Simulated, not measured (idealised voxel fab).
The document below concerns the process module designated voxel fin reveal.
Displayed cross-section: cut, width of 295 nm, square cells sized 5 nm.
Think of the cross-section as a grid of square cells. We describe it in bands, top to bottom, and each band covers one or more rows of those cells.
Quick guide to a band line: top height, bottom height (nm) up front; then every material left to right with its width in nm. Only one material and it's marked "full width"? Then it fills the band edge to edge. And "empty" just means empty space.
Counting heights begins at 0, where everything beneath is, in the wafer as received, one material. The lowest band has no bottom; it goes on downwards, as "0 down" shows.
Read "30->40" as a graded width: first number on top, second number at the bottom, same change between each pair of neighbouring rows.
A step reported as "all unchanged" is a step in which no cell of the cross-section changed.
"Tabulated closed voids" means: voids of 8 cells or more that are shut off from the top with no open way through. Written width x height at distance, distance from the left edge, in nm.
Whatever follows a step's settings on its line is a remark the simulator itself makes about that step.
overlay nm: step with mask; distance mask lay right of planned place; negative value = left of planned place.
Everything after this point is organized in pairs: a cross-section before one process step, a cross-section after it that shows only as deep as the lowest changed band, and, under the pair, the intervening step with its settings. Because different runs of this module on the same starting wafer can supply different pairs, a pair continues from the pair above it only if its entry headed "Ahead of processing" says so.

Ahead of processing
> 0 down: Si full width
> Tabulated closed voids: none

Resulting Cross-Section
> 10 to 0: SiN full width
> All layers under 0 are left as they were.
> Tabulated closed voids: none
The structure goes from the before cross-section above to the after cross-section through CONFORMAL_DEP,material SiN,thk nm 10

Ahead of processing: look at the pair above, its after cross-section is where this step starts.

Resulting Cross-Section
> 30 to 10: 100 nm empty  15 nm resist  25 nm empty  15 nm resist  25 nm empty  15 nm resist  100 nm empty
> All layers under 10 are left as they were.
> Tabulated closed voids: none
The structure goes from the before cross-section above to the after cross-section through PATTERN,tone cover,mask id FINS,material resist,width nm 15,pitch nm 40,thk nm 20,overlay nm 0

Ahead of processing: look at the pair above, its after cross-section is where this step starts.

Resulting Cross-Section
> 30 to 10: 100 nm empty  15 nm resist  25 nm empty  15 nm resist  25 nm empty  15 nm resist  100 nm empty
> 10 to 0: 100 nm empty  15 nm SiN  25 nm empty  15 nm SiN  25 nm empty  15 nm SiN  100 nm empty
> All layers under 0 are left as they were.
> Tabulated closed voids: none
The structure goes from the before cross-section above to the after cross-section through DIRECTIONAL_ETCH,etch materials SiN,depth nm 10

Ahead of processing: look at the pair above, its after cross-section is where this step starts.

Resulting Cross-Section
> 30 to 10: 100 nm empty  15 nm resist  25 nm empty  15 nm resist  25 nm empty  15 nm resist  100 nm empty
> 10 to 0: 100 nm empty  15 nm SiN  25 nm empty  15 nm SiN  25 nm empty  15 nm SiN  100 nm empty
> 0 to -30: 100 nm empty  15 nm Si  25 nm empty  15 nm Si  25 nm empty  15 nm Si  100 nm empty
> All layers under -30 are left as they were.
> Tabulated closed voids: none
The structure goes from the before cross-section above to the after cross-section through DIRECTIONAL_ETCH,etch materials Si,depth nm 30

Ahead of processing: look at the pair above, its after cross-section is where this step starts.

Resulting Cross-Section
> 10 to 0: 100 nm empty  15 nm SiN  25 nm empty  15 nm SiN  25 nm empty  15 nm SiN  100 nm empty
> All layers under 0 are left as they were.
> Tabulated closed voids: none
The structure goes from the before cross-section above to the after cross-section through STRIP,etch materials resist

Ahead of processing: look at the pair above, its after cross-section is where this step starts.

Resulting Cross-Section
> 15 to 10: SiO2 full width
> 10 to 0: 100 nm SiO2  15 nm SiN  25 nm SiO2  15 nm SiN  25 nm SiO2  15 nm SiN  100 nm SiO2
> 0 to -30: 100 nm SiO2  15 nm Si  25 nm SiO2  15 nm Si  25 nm SiO2  15 nm Si  100 nm SiO2
> All layers under -30 are left as they were.
> Tabulated closed voids: none
The structure goes from the before cross-section above to the after cross-section through FILL_DEP,material SiO2,thk nm 5

Ahead of processing: look at the pair above, its after cross-section is where this step starts.

Resulting Cross-Section
> 10 to 0: 100 nm SiO2  15 nm SiN  25 nm SiO2  15 nm SiN  25 nm SiO2  15 nm SiN  100 nm SiO2
> All layers under 0 are left as they were.
> Tabulated closed voids: none
The structure goes from the before cross-section above to the after cross-section through CMP,height nm 10

Ahead of processing: look at the pair above, its after cross-section is where this step starts.

Resulting Cross-Section
> 10 to 0: 100 nm empty  15 nm SiN  25 nm empty  15 nm SiN  25 nm empty  15 nm SiN  100 nm empty
> 0 to -15: 100 nm empty  15 nm Si  25 nm empty  15 nm Si  25 nm empty  15 nm Si  100 nm empty
> All layers under -15 are left as they were.
> Tabulated closed voids: none
The structure goes from the before cross-section above to the after cross-section through SELECTIVE_ETCH,etch materials SiO2,depth nm 25

Ahead of processing: look at the pair above, its after cross-section is where this step starts.

Resulting Cross-Section
> 0 to -15: 100 nm empty  15 nm Si  25 nm empty  15 nm Si  25 nm empty  15 nm Si  100 nm empty
> All layers under -15 are left as they were.
> Tabulated closed voids: none
The structure goes from the before cross-section above to the after cross-section through STRIP,etch materials SiN

Ahead of processing: look at the pair above, its after cross-section is where this step starts.

Resulting Cross-Section
> 5 to 0: 95 nm empty  25 nm SiO2  15 nm empty  25 nm SiO2  15 nm empty  25 nm SiO2  95 nm empty
> 0 to -10: 95 nm empty  5 nm SiO2  15 nm Si  5 nm SiO2  15 nm empty  5 nm SiO2  15 nm Si  5 nm SiO2  15 nm empty  5 nm SiO2  15 nm Si  5 nm SiO2  95 nm empty
> -10 to -30: 100 nm SiO2  15 nm Si  25 nm SiO2  15 nm Si  25 nm SiO2  15 nm Si  100 nm SiO2
> All layers under -30 are left as they were.
> Tabulated closed voids: none
The structure goes from the before cross-section above to the after cross-section through CONFORMAL_DEP,material SiO2,thk nm 5

Ahead of processing
> 30 to 10: 100 nm empty  15 nm resist  25 nm empty  15 nm resist  25 nm empty  15 nm resist  100 nm empty
> 10 to 0: 100 nm empty  15 nm SiN  25 nm empty  15 nm SiN  25 nm empty  15 nm SiN  100 nm empty
> 0 to -30: 100 nm empty  15 nm Si  25 nm empty  15 nm Si  25 nm empty  15 nm Si  100 nm empty
> -30 down: Si full width
> Tabulated closed voids: none

Resulting Cross-Section
> 30 to 10: 100 nm empty  15 nm resist  25 nm empty  15 nm resist  25 nm empty  15 nm resist  100 nm empty
> 10 to 0: 100 nm empty  15 nm SiN  25 nm empty  15 nm SiN  25 nm empty  15 nm SiN  100 nm empty
> 0 to -60: 100 nm empty  15 nm Si  25 nm empty  15 nm Si  25 nm empty  15 nm Si  100 nm empty
> All layers under -60 are left as they were.
> Tabulated closed voids: none
The structure goes from the before cross-section above to the after cross-section through DIRECTIONAL_ETCH,etch materials Si,depth nm 30

Ahead of processing: look at the pair above, its after cross-section is where this step starts.

Resulting Cross-Section
> 10 to 0: 100 nm empty  15 nm SiN  25 nm empty  15 nm SiN  25 nm empty  15 nm SiN  100 nm empty
> All layers under 0 are left as they were.
> Tabulated closed voids: none
The structure goes from the before cross-section above to the after cross-section through STRIP,etch materials resist

Ahead of processing: look at the pair above, its after cross-section is where this step starts.

Resulting Cross-Section
> 15 to 10: SiO2 full width
> 10 to 0: 100 nm SiO2  15 nm SiN  25 nm SiO2  15 nm SiN  25 nm SiO2  15 nm SiN  100 nm SiO2
> 0 to -60: 100 nm SiO2  15 nm Si  25 nm SiO2  15 nm Si  25 nm SiO2  15 nm Si  100 nm SiO2
> All layers under -60 are left as they were.
> Tabulated closed voids: none
The structure goes from the before cross-section above to the after cross-section through FILL_DEP,material SiO2,thk nm 5

Ahead of processing: look at the pair above, its after cross-section is where this step starts.

Resulting Cross-Section
> 10 to 0: 100 nm SiO2  15 nm SiN  25 nm SiO2  15 nm SiN  25 nm SiO2  15 nm SiN  100 nm SiO2
> All layers under 0 are left as they were.
> Tabulated closed voids: none
The structure goes from the before cross-section above to the after cross-section through CMP,height nm 10

Ahead of processing: look at the pair above, its after cross-section is where this step starts.

Resulting Cross-Section
> 10 to 0: 100 nm empty  15 nm SiN  25 nm empty  15 nm SiN  25 nm empty  15 nm SiN  100 nm empty
> 0 to -15: 100 nm empty  15 nm Si  25 nm empty  15 nm Si  25 nm empty  15 nm Si  100 nm empty
> All layers under -15 are left as they were.
> Tabulated closed voids: none
The structure goes from the before cross-section above to the after cross-section through SELECTIVE_ETCH,etch materials SiO2,depth nm 25

Ahead of processing: look at the pair above, its after cross-section is where this step starts.

Resulting Cross-Section
> 0 to -15: 100 nm empty  15 nm Si  25 nm empty  15 nm Si  25 nm empty  15 nm Si  100 nm empty
> All layers under -15 are left as they were.
> Tabulated closed voids: none
The structure goes from the before cross-section above to the after cross-section through STRIP,etch materials SiN

Ahead of processing: look at the pair above, its after cross-section is where this step starts.

Resulting Cross-Section
> 5 to 0: 95 nm empty  25 nm SiO2  15 nm empty  25 nm SiO2  15 nm empty  25 nm SiO2  95 nm empty
> 0 to -10: 95 nm empty  5 nm SiO2  15 nm Si  5 nm SiO2  15 nm empty  5 nm SiO2  15 nm Si  5 nm SiO2  15 nm empty  5 nm SiO2  15 nm Si  5 nm SiO2  95 nm empty
> -10 to -60: 100 nm SiO2  15 nm Si  25 nm SiO2  15 nm Si  25 nm SiO2  15 nm Si  100 nm SiO2
> All layers under -60 are left as they were.
> Tabulated closed voids: none
The structure goes from the before cross-section above to the after cross-section through CONFORMAL_DEP,material SiO2,thk nm 5

Ahead of processing
> 10 to 0: 100 nm SiO2  15 nm SiN  25 nm SiO2  15 nm SiN  25 nm SiO2  15 nm SiN  100 nm SiO2
> 0 to -30: 100 nm SiO2  15 nm Si  25 nm SiO2  15 nm Si  25 nm SiO2  15 nm Si  100 nm SiO2
> -30 down: Si full width
> Tabulated closed voids: none

Resulting Cross-Section
> 10 to 0: 100 nm SiO2  15 nm empty  25 nm SiO2  15 nm empty  25 nm SiO2  15 nm empty  100 nm SiO2
> All layers under 0 are left as they were.
> Tabulated closed voids: none
The structure goes from the before cross-section above to the after cross-section through STRIP,etch materials SiN

Ahead of processing: look at the pair above, its after cross-section is where this step starts.

Resulting Cross-Section
> 0 to -15: 100 nm empty  15 nm Si  25 nm empty  15 nm Si  25 nm empty  15 nm Si  100 nm empty
> -15 to -25: 75 nm SiO2  25 nm empty  15 nm Si  25 nm empty  15 nm Si  25 nm empty  15 nm Si  25 nm empty  75 nm SiO2
> All layers under -25 are left as they were.
> Tabulated closed voids: none
The structure goes from the before cross-section above to the after cross-section through SELECTIVE_ETCH,etch materials SiO2,depth nm 25

Ahead of processing: look at the pair above, its after cross-section is where this step starts.

Resulting Cross-Section
> 5 to 0: 95 nm empty  25 nm SiO2  15 nm empty  25 nm SiO2  15 nm empty  25 nm SiO2  95 nm empty
> 0 to -10: 95 nm empty  5 nm SiO2  15 nm Si  5 nm SiO2  15 nm empty  5 nm SiO2  15 nm Si  5 nm SiO2  15 nm empty  5 nm SiO2  15 nm Si  5 nm SiO2  95 nm empty
> -10 to -20: 80 nm SiO2  15 nm empty  5 nm SiO2  15 nm Si  5 nm SiO2  15 nm empty  5 nm SiO2  15 nm Si  5 nm SiO2  15 nm empty  5 nm SiO2  15 nm Si  5 nm SiO2  15 nm empty  80 nm SiO2
> -20 to -30: 100 nm SiO2  15 nm Si  25 nm SiO2  15 nm Si  25 nm SiO2  15 nm Si  100 nm SiO2
> All layers under -30 are left as they were.
> Tabulated closed voids: none
The structure goes from the before cross-section above to the after cross-section through CONFORMAL_DEP,material SiO2,thk nm 5

Ahead of processing
> 30 to 10: 100 nm empty  15 nm resist  25 nm empty  15 nm resist  25 nm empty  15 nm resist  100 nm empty
> 10 to 0: 100 nm empty  15 nm SiN  25 nm empty  15 nm SiN  25 nm empty  15 nm SiN  100 nm empty
> 0 down: Si full width
> Tabulated closed voids: none

Resulting Cross-Section
> 30 to 10: 100 nm empty  15 nm resist  25 nm empty  15 nm resist  25 nm empty  15 nm resist  100 nm empty
> 10 to 0: 100 nm empty  15 nm SiN  25 nm empty  15 nm SiN  25 nm empty  15 nm SiN  100 nm empty
> 0 to -40: 100 nm empty  15 nm Si  25 nm empty  15 nm Si  25 nm empty  15 nm Si  100 nm empty
> All layers under -40 are left as they were.
> Tabulated closed voids: none
The structure goes from the before cross-section above to the after cross-section through DIRECTIONAL_ETCH,etch materials Si,depth nm 40

Ahead of processing: look at the pair above, its after cross-section is where this step starts.

Resulting Cross-Section
> 10 to 0: 100 nm empty  15 nm SiN  25 nm empty  15 nm SiN  25 nm empty  15 nm SiN  100 nm empty
> All layers under 0 are left as they were.
> Tabulated closed voids: none
The structure goes from the before cross-section above to the after cross-section through STRIP,etch materials resist

Ahead of processing: look at the pair above, its after cross-section is where this step starts.

Resulting Cross-Section
> 15 to 10: SiO2 full width
> 10 to 0: 100 nm SiO2  15 nm SiN  25 nm SiO2  15 nm SiN  25 nm SiO2  15 nm SiN  100 nm SiO2
> 0 to -40: 100 nm SiO2  15 nm Si  25 nm SiO2  15 nm Si  25 nm SiO2  15 nm Si  100 nm SiO2
> All layers under -40 are left as they were.
> Tabulated closed voids: none
The structure goes from the before cross-section above to the after cross-section through FILL_DEP,material SiO2,thk nm 5

Ahead of processing: look at the pair above, its after cross-section is where this step starts.

Resulting Cross-Section
> 10 to 0: 100 nm SiO2  15 nm SiN  25 nm SiO2  15 nm SiN  25 nm SiO2  15 nm SiN  100 nm SiO2
> All layers under 0 are left as they were.
> Tabulated closed voids: none
The structure goes from the before cross-section above to the after cross-section through CMP,height nm 10

Ahead of processing: look at the pair above, its after cross-section is where this step starts.

Resulting Cross-Section
> 10 to 0: 100 nm empty  15 nm SiN  25 nm empty  15 nm SiN  25 nm empty  15 nm SiN  100 nm empty
> 0 to -15: 100 nm empty  15 nm Si  25 nm empty  15 nm Si  25 nm empty  15 nm Si  100 nm empty
> All layers under -15 are left as they were.
> Tabulated closed voids: none
The structure goes from the before cross-section above to the after cross-section through SELECTIVE_ETCH,etch materials SiO2,depth nm 25

Ahead of processing: look at the pair above, its after cross-section is where this step starts.

Resulting Cross-Section
> 0 to -15: 100 nm empty  15 nm Si  25 nm empty  15 nm Si  25 nm empty  15 nm Si  100 nm empty
> All layers under -15 are left as they were.
> Tabulated closed voids: none
The structure goes from the before cross-section above to the after cross-section through STRIP,etch materials SiN

Ahead of processing: look at the pair above, its after cross-section is where this step starts.

Resulting Cross-Section
> 5 to 0: 95 nm empty  25 nm SiO2  15 nm empty  25 nm SiO2  15 nm empty  25 nm SiO2  95 nm empty
> 0 to -10: 95 nm empty  5 nm SiO2  15 nm Si  5 nm SiO2  15 nm empty  5 nm SiO2  15 nm Si  5 nm SiO2  15 nm empty  5 nm SiO2  15 nm Si  5 nm SiO2  95 nm empty
> -10 to -40: 100 nm SiO2  15 nm Si  25 nm SiO2  15 nm Si  25 nm SiO2  15 nm Si  100 nm SiO2
> All layers under -40 are left as they were.
> Tabulated closed voids: none
The structure goes from the before cross-section above to the after cross-section through CONFORMAL_DEP,material SiO2,thk nm 5

Ahead of processing
> 10 to 0: SiN full width
> 0 down: Si full width
> Tabulated closed voids: none

Resulting Cross-Section
> 30 to 10: 95 nm empty  25 nm resist  15 nm empty  25 nm resist  15 nm empty  25 nm resist  95 nm empty
> All layers under 10 are left as they were.
> Tabulated closed voids: none
The structure goes from the before cross-section above to the after cross-section through PATTERN,tone cover,mask id FINS,material resist,width nm 25,pitch nm 40,thk nm 20,overlay nm 0

Ahead of processing: look at the pair above, its after cross-section is where this step starts.

Resulting Cross-Section
> 30 to 10: 95 nm empty  25 nm resist  15 nm empty  25 nm resist  15 nm empty  25 nm resist  95 nm empty
> 10 to 0: 95 nm empty  25 nm SiN  15 nm empty  25 nm SiN  15 nm empty  25 nm SiN  95 nm empty
> All layers under 0 are left as they were.
> Tabulated closed voids: none
The structure goes from the before cross-section above to the after cross-section through DIRECTIONAL_ETCH,etch materials SiN,depth nm 10

Ahead of processing: look at the pair above, its after cross-section is where this step starts.

Resulting Cross-Section
> 30 to 10: 95 nm empty  25 nm resist  15 nm empty  25 nm resist  15 nm empty  25 nm resist  95 nm empty
> 10 to 0: 95 nm empty  25 nm SiN  15 nm empty  25 nm SiN  15 nm empty  25 nm SiN  95 nm empty
> 0 to -30: 95 nm empty  25 nm Si  15 nm empty  25 nm Si  15 nm empty  25 nm Si  95 nm empty
> All layers under -30 are left as they were.
> Tabulated closed voids: none
The structure goes from the before cross-section above to the after cross-section through DIRECTIONAL_ETCH,etch materials Si,depth nm 30

Ahead of processing: look at the pair above, its after cross-section is where this step starts.

Resulting Cross-Section
> 10 to 0: 95 nm empty  25 nm SiN  15 nm empty  25 nm SiN  15 nm empty  25 nm SiN  95 nm empty
> All layers under 0 are left as they were.
> Tabulated closed voids: none
The structure goes from the before cross-section above to the after cross-section through STRIP,etch materials resist

Ahead of processing: look at the pair above, its after cross-section is where this step starts.

Resulting Cross-Section
> 15 to 10: SiO2 full width
> 10 to 0: 95 nm SiO2  25 nm SiN  15 nm SiO2  25 nm SiN  15 nm SiO2  25 nm SiN  95 nm SiO2
> 0 to -30: 95 nm SiO2  25 nm Si  15 nm SiO2  25 nm Si  15 nm SiO2  25 nm Si  95 nm SiO2
> All layers under -30 are left as they were.
> Tabulated closed voids: none
The structure goes from the before cross-section above to the after cross-section through FILL_DEP,material SiO2,thk nm 5

Ahead of processing: look at the pair above, its after cross-section is where this step starts.

Resulting Cross-Section
> 10 to 0: 95 nm SiO2  25 nm SiN  15 nm SiO2  25 nm SiN  15 nm SiO2  25 nm SiN  95 nm SiO2
> All layers under 0 are left as they were.
> Tabulated closed voids: none
The structure goes from the before cross-section above to the after cross-section through CMP,height nm 10

Ahead of processing: look at the pair above, its after cross-section is where this step starts.

Resulting Cross-Section
> 10 to 0: 95 nm empty  25 nm SiN  15 nm empty  25 nm SiN  15 nm empty  25 nm SiN  95 nm empty
> 0 to -15: 95 nm empty  25 nm Si  15 nm empty  25 nm Si  15 nm empty  25 nm Si  95 nm empty
> All layers under -15 are left as they were.
> Tabulated closed voids: none
The structure goes from the before cross-section above to the after cross-section through SELECTIVE_ETCH,etch materials SiO2,depth nm 25

Ahead of processing: look at the pair above, its after cross-section is where this step starts.

Resulting Cross-Section
> 0 to -15: 95 nm empty  25 nm Si  15 nm empty  25 nm Si  15 nm empty  25 nm Si  95 nm empty
> All layers under -15 are left as they were.
> Tabulated closed voids: none
The structure goes from the before cross-section above to the after cross-section through STRIP,etch materials SiN

Ahead of processing: look at the pair above, its after cross-section is where this step starts.

Resulting Cross-Section
> 5 to 0: 90 nm empty  35 nm SiO2  5 nm empty  35 nm SiO2  5 nm empty  35 nm SiO2  90 nm empty
> 0 to -10: 90 nm empty  5 nm SiO2  25 nm Si  5 nm SiO2  5 nm empty  5 nm SiO2  25 nm Si  5 nm SiO2  5 nm empty  5 nm SiO2  25 nm Si  5 nm SiO2  90 nm empty
> -10 to -30: 95 nm SiO2  25 nm Si  15 nm SiO2  25 nm Si  15 nm SiO2  25 nm Si  95 nm SiO2
> All layers under -30 are left as they were.
> Tabulated closed voids: none
The structure goes from the before cross-section above to the after cross-section through CONFORMAL_DEP,material SiO2,thk nm 5

Ahead of processing
> 10 to 0: SiN full width
> 0 down: Si full width
> Tabulated closed voids: none

Resulting Cross-Section
> 30 to 10: 95 nm empty  15 nm resist  25 nm empty  15 nm resist  25 nm empty  15 nm resist  105 nm empty
> All layers under 10 are left as they were.
> Tabulated closed voids: none
The structure goes from the before cross-section above to the after cross-section through PATTERN,tone cover,mask id FINS,material resist,width nm 15,pitch nm 40,thk nm 20,overlay nm -5

Ahead of processing: look at the pair above, its after cross-section is where this step starts.

Resulting Cross-Section
> 30 to 10: 95 nm empty  15 nm resist  25 nm empty  15 nm resist  25 nm empty  15 nm resist  105 nm empty
> 10 to 0: 95 nm empty  15 nm SiN  25 nm empty  15 nm SiN  25 nm empty  15 nm SiN  105 nm empty
> All layers under 0 are left as they were.
> Tabulated closed voids: none
The structure goes from the before cross-section above to the after cross-section through DIRECTIONAL_ETCH,etch materials SiN,depth nm 10

Ahead of processing: look at the pair above, its after cross-section is where this step starts.

Resulting Cross-Section
> 30 to 10: 95 nm empty  15 nm resist  25 nm empty  15 nm resist  25 nm empty  15 nm resist  105 nm empty
> 10 to 0: 95 nm empty  15 nm SiN  25 nm empty  15 nm SiN  25 nm empty  15 nm SiN  105 nm empty
> 0 to -30: 95 nm empty  15 nm Si  25 nm empty  15 nm Si  25 nm empty  15 nm Si  105 nm empty
> All layers under -30 are left as they were.
> Tabulated closed voids: none
The structure goes from the before cross-section above to the after cross-section through DIRECTIONAL_ETCH,etch materials Si,depth nm 30

Ahead of processing: look at the pair above, its after cross-section is where this step starts.

Resulting Cross-Section
> 10 to 0: 95 nm empty  15 nm SiN  25 nm empty  15 nm SiN  25 nm empty  15 nm SiN  105 nm empty
> All layers under 0 are left as they were.
> Tabulated closed voids: none
The structure goes from the before cross-section above to the after cross-section through STRIP,etch materials resist

Ahead of processing: look at the pair above, its after cross-section is where this step starts.

Resulting Cross-Section
> 15 to 10: SiO2 full width
> 10 to 0: 95 nm SiO2  15 nm SiN  25 nm SiO2  15 nm SiN  25 nm SiO2  15 nm SiN  105 nm SiO2
> 0 to -30: 95 nm SiO2  15 nm Si  25 nm SiO2  15 nm Si  25 nm SiO2  15 nm Si  105 nm SiO2
> All layers under -30 are left as they were.
> Tabulated closed voids: none
The structure goes from the before cross-section above to the after cross-section through FILL_DEP,material SiO2,thk nm 5

Ahead of processing: look at the pair above, its after cross-section is where this step starts.

Resulting Cross-Section
> 10 to 0: 95 nm SiO2  15 nm SiN  25 nm SiO2  15 nm SiN  25 nm SiO2  15 nm SiN  105 nm SiO2
> All layers under 0 are left as they were.
> Tabulated closed voids: none
The structure goes from the before cross-section above to the after cross-section through CMP,height nm 10

Ahead of processing: look at the pair above, its after cross-section is where this step starts.

Resulting Cross-Section
> 10 to 0: 95 nm empty  15 nm SiN  25 nm empty  15 nm SiN  25 nm empty  15 nm SiN  105 nm empty
> 0 to -15: 95 nm empty  15 nm Si  25 nm empty  15 nm Si  25 nm empty  15 nm Si  105 nm empty
> All layers under -15 are left as they were.
> Tabulated closed voids: none
The structure goes from the before cross-section above to the after cross-section through SELECTIVE_ETCH,etch materials SiO2,depth nm 25

Ahead of processing: look at the pair above, its after cross-section is where this step starts.

Resulting Cross-Section
> 0 to -15: 95 nm empty  15 nm Si  25 nm empty  15 nm Si  25 nm empty  15 nm Si  105 nm empty
> All layers under -15 are left as they were.
> Tabulated closed voids: none
The structure goes from the before cross-section above to the after cross-section through STRIP,etch materials SiN

Ahead of processing: look at the pair above, its after cross-section is where this step starts.

Resulting Cross-Section
> 5 to 0: 90 nm empty  25 nm SiO2  15 nm empty  25 nm SiO2  15 nm empty  25 nm SiO2  100 nm empty
> 0 to -10: 90 nm empty  5 nm SiO2  15 nm Si  5 nm SiO2  15 nm empty  5 nm SiO2  15 nm Si  5 nm SiO2  15 nm empty  5 nm SiO2  15 nm Si  5 nm SiO2  100 nm empty
> -10 to -30: 95 nm SiO2  15 nm Si  25 nm SiO2  15 nm Si  25 nm SiO2  15 nm Si  105 nm SiO2
> All layers under -30 are left as they were.
> Tabulated closed voids: none
The structure goes from the before cross-section above to the after cross-section through CONFORMAL_DEP,material SiO2,thk nm 5

Ahead of processing
> 10 to 0: 100 nm empty  15 nm SiN  25 nm empty  15 nm SiN  25 nm empty  15 nm SiN  100 nm empty
> 0 to -15: 100 nm empty  15 nm Si  25 nm empty  15 nm Si  25 nm empty  15 nm Si  100 nm empty
> -15 to -30: 100 nm SiO2  15 nm Si  25 nm SiO2  15 nm Si  25 nm SiO2  15 nm Si  100 nm SiO2
> -30 down: Si full width
> Tabulated closed voids: none

Resulting Cross-Section
> 10 to 0: 100 nm empty  15 nm SiN  25 nm empty  15 nm SiN  25 nm empty  15 nm SiN  100 nm empty
> 0 to -30: 100 nm empty  15 nm Si  25 nm empty  15 nm Si  25 nm empty  15 nm Si  100 nm empty
> All layers under -30 are left as they were.
> Tabulated closed voids: none
The structure goes from the before cross-section above to the after cross-section through STRIP,etch materials SiO2

Ahead of processing: look at the pair above, its after cross-section is where this step starts.

Resulting Cross-Section
> 15 to 10: 95 nm empty  25 nm SiO2  15 nm empty  25 nm SiO2  15 nm empty  25 nm SiO2  95 nm empty
> 10 to 0: 95 nm empty  5 nm SiO2  15 nm SiN  5 nm SiO2  15 nm empty  5 nm SiO2  15 nm SiN  5 nm SiO2  15 nm empty  5 nm SiO2  15 nm SiN  5 nm SiO2  95 nm empty
> 0 to -25: 95 nm empty  5 nm SiO2  15 nm Si  5 nm SiO2  15 nm empty  5 nm SiO2  15 nm Si  5 nm SiO2  15 nm empty  5 nm SiO2  15 nm Si  5 nm SiO2  95 nm empty
> -25 to -30: 100 nm SiO2  15 nm Si  25 nm SiO2  15 nm Si  25 nm SiO2  15 nm Si  100 nm SiO2
> All layers under -30 are left as they were.
> Tabulated closed voids: none
The structure goes from the before cross-section above to the after cross-section through CONFORMAL_DEP,material SiO2,thk nm 5

Ahead of processing
> 10 to 0: SiN full width
> 0 down: Si full width
> Tabulated closed voids: none

Resulting Cross-Section
> 30 to 10: 100 nm resist  15 nm empty  25 nm resist  15 nm empty  25 nm resist  15 nm empty  100 nm resist
> All layers under 10 are left as they were.
> Tabulated closed voids: none
The structure goes from the before cross-section above to the after cross-section through PATTERN,tone open,mask id FINS,material resist,width nm 15,pitch nm 40,thk nm 20,overlay nm 0

Ahead of processing: look at the pair above, its after cross-section is where this step starts.

Resulting Cross-Section
> 30 to 10: 100 nm resist  15 nm empty  25 nm resist  15 nm empty  25 nm resist  15 nm empty  100 nm resist
> 10 to 0: 100 nm SiN  15 nm empty  25 nm SiN  15 nm empty  25 nm SiN  15 nm empty  100 nm SiN
> All layers under 0 are left as they were.
> Tabulated closed voids: none
The structure goes from the before cross-section above to the after cross-section through DIRECTIONAL_ETCH,etch materials SiN,depth nm 10

Ahead of processing: look at the pair above, its after cross-section is where this step starts.

Resulting Cross-Section
> 30 to 10: 100 nm resist  15 nm empty  25 nm resist  15 nm empty  25 nm resist  15 nm empty  100 nm resist
> 10 to 0: 100 nm SiN  15 nm empty  25 nm SiN  15 nm empty  25 nm SiN  15 nm empty  100 nm SiN
> 0 to -30: 100 nm Si  15 nm empty  25 nm Si  15 nm empty  25 nm Si  15 nm empty  100 nm Si
> All layers under -30 are left as they were.
> Tabulated closed voids: none
The structure goes from the before cross-section above to the after cross-section through DIRECTIONAL_ETCH,etch materials Si,depth nm 30

Ahead of processing: look at the pair above, its after cross-section is where this step starts.

Resulting Cross-Section
> 10 to 0: 100 nm SiN  15 nm empty  25 nm SiN  15 nm empty  25 nm SiN  15 nm empty  100 nm SiN
> All layers under 0 are left as they were.
> Tabulated closed voids: none
The structure goes from the before cross-section above to the after cross-section through STRIP,etch materials resist

Ahead of processing: look at the pair above, its after cross-section is where this step starts.

Resulting Cross-Section
> 15 to 10: SiO2 full width
> 10 to 0: 100 nm SiN  15 nm SiO2  25 nm SiN  15 nm SiO2  25 nm SiN  15 nm SiO2  100 nm SiN
> 0 to -30: 100 nm Si  15 nm SiO2  25 nm Si  15 nm SiO2  25 nm Si  15 nm SiO2  100 nm Si
> All layers under -30 are left as they were.
> Tabulated closed voids: none
The structure goes from the before cross-section above to the after cross-section through FILL_DEP,material SiO2,thk nm 5

Ahead of processing: look at the pair above, its after cross-section is where this step starts.

Resulting Cross-Section
> 10 to 0: 100 nm SiN  15 nm SiO2  25 nm SiN  15 nm SiO2  25 nm SiN  15 nm SiO2  100 nm SiN
> All layers under 0 are left as they were.
> Tabulated closed voids: none
The structure goes from the before cross-section above to the after cross-section through CMP,height nm 10

Ahead of processing: look at the pair above, its after cross-section is where this step starts.

Resulting Cross-Section
> 10 to 0: 100 nm SiN  15 nm empty  25 nm SiN  15 nm empty  25 nm SiN  15 nm empty  100 nm SiN
> 0 to -15: 100 nm Si  15 nm empty  25 nm Si  15 nm empty  25 nm Si  15 nm empty  100 nm Si
> All layers under -15 are left as they were.
> Tabulated closed voids: none
The structure goes from the before cross-section above to the after cross-section through SELECTIVE_ETCH,etch materials SiO2,depth nm 25

Ahead of processing: look at the pair above, its after cross-section is where this step starts.

Resulting Cross-Section
> 0 to -15: 100 nm Si  15 nm empty  25 nm Si  15 nm empty  25 nm Si  15 nm empty  100 nm Si
> All layers under -15 are left as they were.
> Tabulated closed voids: none
The structure goes from the before cross-section above to the after cross-section through STRIP,etch materials SiN

Ahead of processing: look at the pair above, its after cross-section is where this step starts.

Resulting Cross-Section
> 5 to 0: 105 nm SiO2  5 nm empty  35 nm SiO2  5 nm empty  35 nm SiO2  5 nm empty  105 nm SiO2
> 0 to -10: 100 nm Si  5 nm SiO2  5 nm empty  5 nm SiO2  25 nm Si  5 nm SiO2  5 nm empty  5 nm SiO2  25 nm Si  5 nm SiO2  5 nm empty  5 nm SiO2  100 nm Si
> -10 to -30: 100 nm Si  15 nm SiO2  25 nm Si  15 nm SiO2  25 nm Si  15 nm SiO2  100 nm Si
> All layers under -30 are left as they were.
> Tabulated closed voids: none
The structure goes from the before cross-section above to the after cross-section through CONFORMAL_DEP,material SiO2,thk nm 5
